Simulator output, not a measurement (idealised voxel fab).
Proc. module: voxel released beams
Displayed cross-section: cut, width of 205 nm, square cells sized 5 nm.
Each cross-section below is a grid of square cells, stated as bands in top-down order, with one or more rows of cells making up each band.
Band: top height; bottom height; in nm. Then, left to right: material with width in nm, for each material. "edge to edge": a single material spanning edge to edge. "empty": empty space.
Heights are expressed relative to 0, this being the level below which the as-received wafer comprises one material exclusively. The lowest band is unbounded in the downward direction and is denoted as in "0 down".
Width "30 to 40": first value at the band's top row of cells, second value at its bottom row, equal change from row to row.
Step note "nothing changed" = no cross-section cell changed.
Empty spaces counting at least 8 cells and having no open way to the top are listed in "Enclosed void entries". The notation width x height at distance is used for each, the distance being from the left edge and all three values in nm.
after a step's settings: what the simulator itself notes on the step
overlay nm: right-of-plan distance of the mask on a masked step; negative values mean left-of-plan.
The following list gives the planned process steps:
step 1: RECEIVE with material Si
step 2: CONFORMAL_DEP with material Al2O3, thk nm 10
step 3: DIRECTIONAL_DEP with material SiO2, thk nm 20
step 4: PATTERN with tone open, mask id ANCHOR, material resist, width nm 35, thk nm 20, overlay nm 0
step 5: DIRECTIONAL_ETCH with etch materials SiO2, depth nm 20
step 6: STRIP with etch materials resist
step 7: CONFORMAL_DEP with material SiN, thk nm 10
step 8: PATTERN with tone cover, mask id BEAM, material resist, width nm 110, thk nm 15, overlay nm 0
step 9: DIRECTIONAL_ETCH with etch materials SiN, depth nm 10
step 10: STRIP with etch materials resist
step 11: STRIP with etch materials SiO2
Cross-section of the wafer at receipt, which is the condition after step 1:
> 0 down: Si edge to edge
> Enclosed void entries: none
Cross-section taken at module completion on the first of two wafers; processed per the plan:
> 40 to 30: empty 45, SiN 15, empty 15, SiN 80, empty 50
> 30 to 20: empty 50, SiN 10, empty 15, SiN 10, empty 120
> 20 to 10: empty 50, SiN 35, empty 120
> 10 to 0: Al2O3 edge to edge
> 0 down: Si edge to edge
> Enclosed void entries: none
Module end: cross-section of wafer two of two. Same start and process plan as the first wafer. One mistake during execution:
> 40 to 30: empty 45, SiN 50, empty 110
> 30 to 20: empty 40, SiN 10, SiO2 35, SiN 10, empty 110
> 20 to 10: empty 40, SiN 10, SiO2 35, SiN 70, empty 50
> 10 to 0: Al2O3 edge to edge
> 0 down: Si edge to edge
> Enclosed void entries: none
Run error: step 4 was run on a setting that differed from the plan, and what really ran there is PATTERN with tone cover, mask id ANCHOR, material resist, width nm 35, thk nm 20, overlay nm 0
Looking at both finished wafers in cells, the second ends up ahead of or behind the first on some materials: +28 SiO2
